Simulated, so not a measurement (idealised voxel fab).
You're looking at the process module voxel capacitor over wiring.
Xsec cut, 240 nm wide, square cell size 5 nm.
Just so we're on the same page, the cross-sections are grids of square cells, and they're listed out in bands top to bottom, each band one or more rows deep.
Band: top height; bottom height; in nm. Then, left to right: material with width in nm, for each material. "all across": a single material spanning edge to edge. "empty": empty space.
Heights from 0 (as-received wafer is one material below). Bottom band endless downward, as "0 and below".
The two numbers in a width such as "30 to 40" mark its ends across the band: the first belongs to the top row of cells, the second to the bottom row, and from each row to the next the width moves by the same amount.
Step marked "nothing different"? Then no cell in the cross-section changed in it.
Heads up: "Voids, enclosed" only lists the empty pockets with no open path to the top that are 8 cells or more, and it writes them as width x height at distance, distance from the left edge, in nm.
On each step's line, the part that comes after the settings is the simulator's own comment on the step.
If you see "overlay nm" on a step's line and that step has a mask, it's telling you how far right of where it was planned the mask ended up; a negative number means it went left instead.
Listed below are the process steps as planned:
1) RECEIVE with material Si
2) CONFORMAL_DEP with material SiO2, thk nm 15
3) CONFORMAL_DEP with material SiCN, thk nm 5
4) DIRECTIONAL_DEP with material lowk, thk nm 15
5) PATTERN with tone open, mask id METAL_1, material resist, width nm 20, pitch nm 70, thk nm 20, overlay nm 0
6) DIRECTIONAL_ETCH with etch materials lowk, depth nm 15
7) DIRECTIONAL_ETCH with etch materials SiCN, depth nm 5
8) STRIP with etch materials resist
9) CONFORMAL_DEP with material TiN, thk nm 5
10) FILL_DEP with material Cu, thk nm 10
11) CMP with height nm 35
12) CONFORMAL_DEP with material SiCN, thk nm 5
13) DIRECTIONAL_DEP with material lowk, thk nm 15
14) MASKED_ETCH with tone open, mask id PLUG_1, width nm 15, etch materials lowk, depth nm 15, overlay nm 0
15) MASKED_ETCH with tone open, mask id PLUG_1, width nm 15, etch materials SiCN, depth nm 5, overlay nm 0
16) CONFORMAL_DEP with material TiN, thk nm 5
17) FILL_DEP with material Cu, thk nm 10
18) CMP with height nm 55
19) DIRECTIONAL_DEP with material TiN, thk nm 5
20) DIRECTIONAL_DEP with material HfO2, thk nm 5
21) DIRECTIONAL_DEP with material TiN, thk nm 5
22) PATTERN with tone cover, mask id UPPER_PLATE, material resist, width nm 55, thk nm 15, overlay nm 0
23) DIRECTIONAL_ETCH with etch materials TiN, depth nm 5
24) DIRECTIONAL_ETCH with etch materials HfO2, depth nm 5
25) STRIP with etch materials resist
26) DIRECTIONAL_DEP with material aC, thk nm 15
27) PATTERN with tone cover, mask id LOWER_PLATE, material resist, width nm 65, thk nm 30, overlay nm 0
28) DIRECTIONAL_ETCH with etch materials aC, depth nm 15
29) STRIP with etch materials resist
30) DIRECTIONAL_ETCH with etch materials TiN, depth nm 5
31) STRIP with etch materials aC
32) FILL_DEP with material SiO2, thk nm 15
33) CMP with height nm 80
34) MASKED_ETCH with tone open, mask id PLUG_2, width nm 15, etch materials SiO2, depth nm 10, overlay nm 0
35) CONFORMAL_DEP with material TiN, thk nm 5
36) FILL_DEP with material Ru, thk nm 10
37) CMP with height nm 80
38) CONFORMAL_DEP with material SiN, thk nm 5
Below: the first of two wafers, run as planned:
So this is the incoming wafer in cross-section - it's already been through step 1:
- 0 and below: Si all across
- Voids, enclosed: none
Step 2 complete: cross-section through the wafer:
- 15 down to 0: SiO2 all across
- Heights below 0 show no change.
Step 3 complete: cross-section through the wafer:
- 20 down to 15: SiCN all across
- Heights below 15 show no change.
Step 4 complete: cross-section through the wafer:
- 35 down to 20: lowk all across
- Heights below 20 show no change.
Step 5 complete: cross-section through the wafer:
- 55 down to 35: 75 resist  20 empty  50 resist  20 empty  75 resist
- Heights below 35 show no change.
Step 6 complete: cross-section through the wafer:
- 55 down to 35: 75 resist  20 empty  50 resist  20 empty  75 resist
- 35 down to 20: 75 lowk  20 empty  50 lowk  20 empty  75 lowk
- Heights below 20 show no change.
Step 7 complete: cross-section through the wafer:
- 55 down to 35: 75 resist  20 empty  50 resist  20 empty  75 resist
- 35 down to 20: 75 lowk  20 empty  50 lowk  20 empty  75 lowk
- 20 down to 15: 75 SiCN  20 empty  50 SiCN  20 empty  75 SiCN
- Heights below 15 show no change.
Step 8 complete: cross-section through the wafer:
- 35 down to 20: 75 lowk  20 empty  50 lowk  20 empty  75 lowk
- Heights below 20 show no change.
Step 9 complete: cross-section through the wafer:
- 40 down to 35: 80 TiN  10 empty  60 TiN  10 empty  80 TiN
- 35 down to 20: 75 lowk  5 TiN  10 empty  5 TiN  50 lowk  5 TiN  10 empty  5 TiN  75 lowk
- 20 down to 15: 75 SiCN  20 TiN  50 SiCN  20 TiN  75 SiCN
- Heights below 15 show no change.
Step 10 complete: cross-section through the wafer:
- 50 down to 40: Cu all across
- 40 down to 35: 80 TiN  10 Cu  60 TiN  10 Cu  80 TiN
- 35 down to 20: 75 lowk  5 TiN  10 Cu  5 TiN  50 lowk  5 TiN  10 Cu  5 TiN  75 lowk
- Heights below 20 show no change.
Step 11 complete: cross-section through the wafer:
- 35 down to 20: 75 lowk  5 TiN  10 Cu  5 TiN  50 lowk  5 TiN  10 Cu  5 TiN  75 lowk
- Heights below 20 show no change.
Step 12 complete: cross-section through the wafer:
- 40 down to 35: SiCN all across
- Heights below 35 show no change.
Step 13 complete: cross-section through the wafer:
- 55 down to 40: lowk all across
- Heights below 40 show no change.
Step 14 complete: cross-section through the wafer:
- 55 down to 40: 80 lowk  15 empty  145 lowk
- Heights below 40 show no change.
Step 15 complete: cross-section through the wafer:
- 55 down to 40: 80 lowk  15 empty  145 lowk
- 40 down to 35: 80 SiCN  15 empty  145 SiCN
- Heights below 35 show no change.
Step 16 complete: cross-section through the wafer:
- 60 down to 55: 85 TiN  5 empty  150 TiN
- 55 down to 40: 80 lowk  5 TiN  5 empty  5 TiN  145 lowk
- 40 down to 35: 80 SiCN  15 TiN  145 SiCN
- Heights below 35 show no change.
Step 17 complete: cross-section through the wafer:
- 70 down to 60: Cu all across
- 60 down to 55: 85 TiN  5 Cu  150 TiN
- 55 down to 40: 80 lowk  5 TiN  5 Cu  5 TiN  145 lowk
- Heights below 40 show no change.
Step 18 complete: cross-section through the wafer:
- 55 down to 40: 80 lowk  5 TiN  5 Cu  5 TiN  145 lowk
- Heights below 40 show no change.
Step 19 complete: cross-section through the wafer:
- 60 down to 55: TiN all across
- Heights below 55 show no change.
Step 20 complete: cross-section through the wafer:
- 65 down to 60: HfO2 all across
- Heights below 60 show no change.
Step 21 complete: cross-section through the wafer:
- 70 down to 65: TiN all across
- Heights below 65 show no change.
Step 22 complete: cross-section through the wafer:
- 85 down to 70: 80 empty  55 resist  105 empty
- Heights below 70 show no change.
Step 23 complete: cross-section through the wafer:
- 85 down to 70: 80 empty  55 resist  105 empty
- 70 down to 65: 80 empty  55 TiN  105 empty
- Heights below 65 show no change.
Step 24 complete: cross-section through the wafer:
- 85 down to 70: 80 empty  55 resist  105 empty
- 70 down to 65: 80 empty  55 TiN  105 empty
- 65 down to 60: 80 empty  55 HfO2  105 empty
- Heights below 60 show no change.
Step 25 complete: cross-section through the wafer:
- 70 down to 65: 80 empty  55 TiN  105 empty
- Heights below 65 show no change.
Step 26 complete: cross-section through the wafer:
- 85 down to 75: 80 empty  55 aC  105 empty
- 75 down to 70: aC all across
- 70 down to 65: 80 aC  55 TiN  105 aC
- 65 down to 60: 80 aC  55 HfO2  105 aC
- Heights below 60 show no change.
Step 27 complete: cross-section through the wafer:
- 115 down to 85: 75 empty  65 resist  100 empty
- 85 down to 75: 75 empty  5 resist  55 aC  5 resist  100 empty
- Heights below 75 show no change.
Step 28 complete: cross-section through the wafer:
- 100 down to 85: 75 empty  65 resist  100 empty
- 85 down to 75: 75 empty  5 resist  55 aC  5 resist  100 empty
- 75 down to 70: 75 empty  65 aC  100 empty
- 70 down to 65: 75 empty  5 aC  55 TiN  5 aC  100 empty
- 65 down to 60: 75 empty  5 aC  55 HfO2  5 aC  100 empty
- Heights below 60 show no change.
Step 29 complete: cross-section through the wafer:
- 85 down to 75: 80 empty  55 aC  105 empty
- Heights below 75 show no change.
Step 30 complete: cross-section through the wafer:
- 85 down to 75: 80 empty  55 aC  105 empty
- 75 down to 70: 75 empty  65 aC  100 empty
- 70 down to 65: 75 empty  5 aC  55 TiN  5 aC  100 empty
- 65 down to 60: 75 empty  5 aC  55 HfO2  5 aC  100 empty
- 60 down to 55: 75 empty  65 TiN  100 empty
- Heights below 55 show no change.
Step 31 complete: cross-section through the wafer:
- 70 down to 65: 80 empty  55 TiN  105 empty
- 65 down to 60: 80 empty  55 HfO2  105 empty
- Heights below 60 show no change.
Step 32 complete: cross-section through the wafer:
- 85 down to 70: SiO2 all across
- 70 down to 65: 80 SiO2  55 TiN  105 SiO2
- 65 down to 60: 80 SiO2  55 HfO2  105 SiO2
- 60 down to 55: 75 SiO2  65 TiN  100 SiO2
- Heights below 55 show no change.
Step 33 complete: cross-section through the wafer:
- 80 down to 70: SiO2 all across
- Heights below 70 show no change.
Step 34 complete: cross-section through the wafer:
- 80 down to 70: 90 SiO2  15 empty  135 SiO2
- Heights below 70 show no change.
Step 35 complete: cross-section through the wafer:
- 85 down to 80: 95 TiN  5 empty  140 TiN
- 80 down to 75: 90 SiO2  5 TiN  5 empty  5 TiN  135 SiO2
- 75 down to 65: 90 to 80 SiO2  15 to 55 TiN  135 to 105 SiO2
- Heights below 65 show no change.
Step 36 complete: cross-section through the wafer:
- 95 down to 85: Ru all across
- 85 down to 80: 95 TiN  5 Ru  140 TiN
- 80 down to 75: 90 SiO2  5 TiN  5 Ru  5 TiN  135 SiO2
- Heights below 75 show no change.
Step 37 complete: cross-section through the wafer:
- 80 down to 75: 90 SiO2  5 TiN  5 Ru  5 TiN  135 SiO2
- Heights below 75 show no change.
Step 38 complete: cross-section through the wafer:
- 85 down to 80: SiN all across
- Heights below 80 show no change.
Second wafer, same starting state and plan as the first, one mistake in the run, identical through step 19:
when step 20 should have ended: nothing different
When step 21 should have ended:
- 65 down to 55: TiN all across
- Heights below 55 show no change.
When step 22 should have ended:
- 80 down to 65: 80 empty  55 resist  105 empty
- Heights below 65 show no change.
When step 23 should have ended:
- 80 down to 65: 80 empty  55 resist  105 empty
- 65 down to 60: 80 empty  55 TiN  105 empty
- Heights below 60 show no change.
when step 24 should have ended: nothing different
When step 25 should have ended:
- 65 down to 60: 80 empty  55 TiN  105 empty
- Heights below 60 show no change.
When step 26 should have ended:
- 80 down to 75: 80 empty  55 aC  105 empty
- 75 down to 65: aC all across
- 65 down to 60: 80 aC  55 TiN  105 aC
- Heights below 60 show no change.
When step 27 should have ended:
- 110 down to 80: 75 empty  65 resist  100 empty
- 80 down to 75: 75 empty  5 resist  55 aC  5 resist  100 empty
- Heights below 75 show no change.
When step 28 should have ended:
- 95 down to 80: 75 empty  65 resist  100 empty
- 80 down to 75: 75 empty  5 resist  55 aC  5 resist  100 empty
- 75 down to 65: 75 empty  65 aC  100 empty
- 65 down to 60: 75 empty  5 aC  55 TiN  5 aC  100 empty
- Heights below 60 show no change.
When step 29 should have ended:
- 80 down to 75: 80 empty  55 aC  105 empty
- Heights below 75 show no change.
When step 30 should have ended:
- 80 down to 75: 80 empty  55 aC  105 empty
- 75 down to 65: 75 empty  65 aC  100 empty
- 65 down to 60: 75 empty  5 aC  55 TiN  5 aC  100 empty
- 60 down to 55: 75 empty  65 TiN  100 empty
- Heights below 55 show no change.
When step 31 should have ended:
- 65 down to 55: 80 to 75 empty  55 to 65 TiN  105 to 100 empty
- Heights below 55 show no change.
When step 32 should have ended:
- 80 down to 65: SiO2 all across
- 65 down to 55: 80 to 75 SiO2  55 to 65 TiN  105 to 100 SiO2
- Heights below 55 show no change.
when step 33 should have ended: nothing different
When step 34 should have ended:
- 80 down to 70: 90 SiO2  15 empty  135 SiO2
- Heights below 70 show no change.
When step 35 should have ended:
- 85 down to 80: 95 TiN  5 empty  140 TiN
- 80 down to 75: 90 SiO2  5 TiN  5 empty  5 TiN  135 SiO2
- 75 down to 70: 90 SiO2  15 TiN  135 SiO2
- Heights below 70 show no change.
When step 36 should have ended:
- 95 down to 85: Ru all across
- 85 down to 80: 95 TiN  5 Ru  140 TiN
- 80 down to 75: 90 SiO2  5 TiN  5 Ru  5 TiN  135 SiO2
- Heights below 75 show no change.
When step 37 should have ended:
- 80 down to 75: 90 SiO2  5 TiN  5 Ru  5 TiN  135 SiO2
- Heights below 75 show no change.
When step 38 should have ended:
- 85 down to 80: SiN all across
- Heights below 80 show no change.
What was done differently from what was planned? step 20 of the plan was excluded from execution and never run
The second wafer ends with more or fewer cells of some materials than the first, per final count: HfO2: 11 fewer; SiO2: 11 more
